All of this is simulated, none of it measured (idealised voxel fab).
Process module heading - voxel transistor to metal
Cross-sectional view cut (width: 170 nm; square cell size: 5 nm).
Each cross-section below is a grid of square cells, stated as bands in top-down order, with one or more rows of cells making up each band.
Band: top height; bottom height; in nm. Then, left to right: material with width in nm, for each material. "all across": a single material spanning edge to edge. "empty": empty space.
Ref level 0: as-received wafer is one material below here. Bottom band extends down with no lower bound ("0 -> down").
The two numbers in a width such as "30->40" mark its ends across the band: the first belongs to the top row of cells, the second to the bottom row, and from each row to the next the width moves by the same amount.
A step reported as "nothing was modified" is a step in which no cell of the cross-section changed.
The entry "Sealed void inventory" lists the empty spaces that cover at least 8 cells and have no open path to the top. Each is written as width x height at distance, where the distance is measured from the left edge and all three values are in nm.
On a step's line, text after the settings is the simulator commenting on that step.
On any step carrying a mask, the "overlay nm" setting, if present on the step's line, tells how far right of its planned place the mask lay; negative values point to the left.
### Set out below are the planned steps of the process
1 RECEIVE, material Si
2 CONFORMAL_DEP, material SiO2, thk nm 5
3 CONFORMAL_DEP, material SiN, thk nm 15
4 DIRECTIONAL_DEP, material aC, thk nm 10
5 PATTERN, tone cover, mask id ACTIVE, material resist, width nm 130, thk nm 30, overlay nm 0
6 DIRECTIONAL_ETCH, etch materials aC, depth nm 10
7 STRIP, etch materials resist
8 DIRECTIONAL_ETCH, etch materials SiN, depth nm 15
9 DIRECTIONAL_ETCH, etch materials SiO2, depth nm 5
10 DIRECTIONAL_ETCH, etch materials Si, depth nm 30
11 STRIP, etch materials aC
12 OXIDIZE, depth nm 5
13 FILL_DEP, material SiO2, thk nm 5
14 CMP, height nm 20
15 SELECTIVE_ETCH, etch materials SiO2, depth nm 5
16 STRIP, etch materials SiN
17 SELECTIVE_ETCH, etch materials SiO2, depth nm 5
18 OXIDIZE, depth nm 5
19 DIRECTIONAL_DEP, material polySi, thk nm 30
20 DIRECTIONAL_DEP, material SiCN, thk nm 10
21 MASKED_ETCH, tone cover, mask id GATE, width nm 30, etch materials SiCN, depth nm 20, overlay nm 0
22 MASKED_ETCH, tone cover, mask id GATE, width nm 30, etch materials polySi, depth nm 40, overlay nm -10
23 CONFORMAL_DEP, material SiO2, thk nm 5
24 DIRECTIONAL_ETCH, etch materials SiO2, depth nm 5
25 CONFORMAL_DEP, material SiN, thk nm 10
26 DIRECTIONAL_ETCH, etch materials SiN, depth nm 10
27 DIRECTIONAL_ETCH, etch materials SiO2, depth nm 5
28 EPI, material pSi, thk nm 5
29 FILL_DEP, material SiO2, thk nm 10
30 CMP, height nm 30
31 STRIP, etch materials polySi
32 SELECTIVE_ETCH, etch materials SiO2, depth nm 5
33 CONFORMAL_DEP, material HfO2, thk nm 5
34 CONFORMAL_DEP, material TiN, thk nm 5
35 FILL_DEP, material W, thk nm 10
36 CMP, height nm 25
37 DIRECTIONAL_DEP, material SiO2, thk nm 15
38 MASKED_ETCH, tone open, mask id CONTACT, width nm 20, pitch nm 90, etch materials SiO2, depth nm 40, overlay nm 0
39 CONFORMAL_DEP, material TiN, thk nm 5
40 FILL_DEP, material Ru, thk nm 5
41 CMP, height nm 40
42 CONFORMAL_DEP, material SiN, thk nm 5
43 DIRECTIONAL_DEP, material lowk, thk nm 15
44 PATTERN, tone open, mask id METAL_1, material resist, width nm 20, pitch nm 90, thk nm 20, overlay nm 0
45 DIRECTIONAL_ETCH, etch materials lowk, depth nm 15
46 DIRECTIONAL_ETCH, etch materials SiN, depth nm 5
47 STRIP, etch materials resist
48 CONFORMAL_DEP, material TiN, thk nm 5
49 FILL_DEP, material Cu, thk nm 5
50 CMP, height nm 60
51 CONFORMAL_DEP, material SiCN, thk nm 5
52 DIRECTIONAL_DEP, material SiO2, thk nm 30
53 PATTERN, tone open, mask id METAL_2, material resist, width nm 20, pitch nm 90, thk nm 20, overlay nm 0
54 DIRECTIONAL_ETCH, etch materials SiO2, depth nm 20
55 STRIP, etch materials resist
56 DIRECTIONAL_DEP, material aC, thk nm 10
57 PATTERN, tone open, mask id METAL_2_HOLES, material resist, width nm 15, pitch nm 90, thk nm 30, overlay nm 0
58 DIRECTIONAL_ETCH, etch materials aC, depth nm 10
59 STRIP, etch materials resist
60 DIRECTIONAL_ETCH, etch materials SiO2, depth nm 10
61 DIRECTIONAL_ETCH, etch materials SiCN, depth nm 5
62 STRIP, etch materials aC
63 CONFORMAL_DEP, material TiN, thk nm 5
64 FILL_DEP, material Cu, thk nm 10
65 CMP, height nm 95
66 CONFORMAL_DEP, material SiCN, thk nm 5
Split variable: overlay nm, step 22. Plan value = first wafer. Wafers start alike.
### After step 1, as received: first of several wafers, cross-section
* 0 -> down  Si all across
* Sealed void inventory: none
### Gained (+) or lost (-) cells of each material since receipt, then closed voids: one row per wafer, at the end of the module
overlay nm -10 | +30 Cu | +20 HfO2 | +23 Ru | -94 Si | +62 SiCN | +54 SiN | +371 SiO2 | +104 TiN | +24 W | +78 lowk | +8 pSi | Sealed void inventory: none
overlay nm -5 | +30 Cu | +19 HfO2 | +28 Ru | -94 Si | +62 SiCN | +54 SiN | +371 SiO2 | +103 TiN | +20 W | +78 lowk | +9 pSi | Sealed void inventory: none
overlay nm 0 | +30 Cu | +18 HfO2 | +28 Ru | -94 Si | +62 SiCN | +54 SiN | +376 SiO2 | +102 TiN | +16 W | +78 lowk | +10 pSi | Sealed void inventory: none
overlay nm 5 | +30 Cu | +19 HfO2 | +28 Ru | -94 Si | +62 SiCN | +54 SiN | +371 SiO2 | +103 TiN | +20 W | +78 lowk | +9 pSi | Sealed void inventory: none
overlay nm 10 | +30 Cu | +20 HfO2 | +23 Ru | -94 Si | +62 SiCN | +54 SiN | +371 SiO2 | +104 TiN | +24 W | +78 lowk | +8 pSi | Sealed void inventory: none
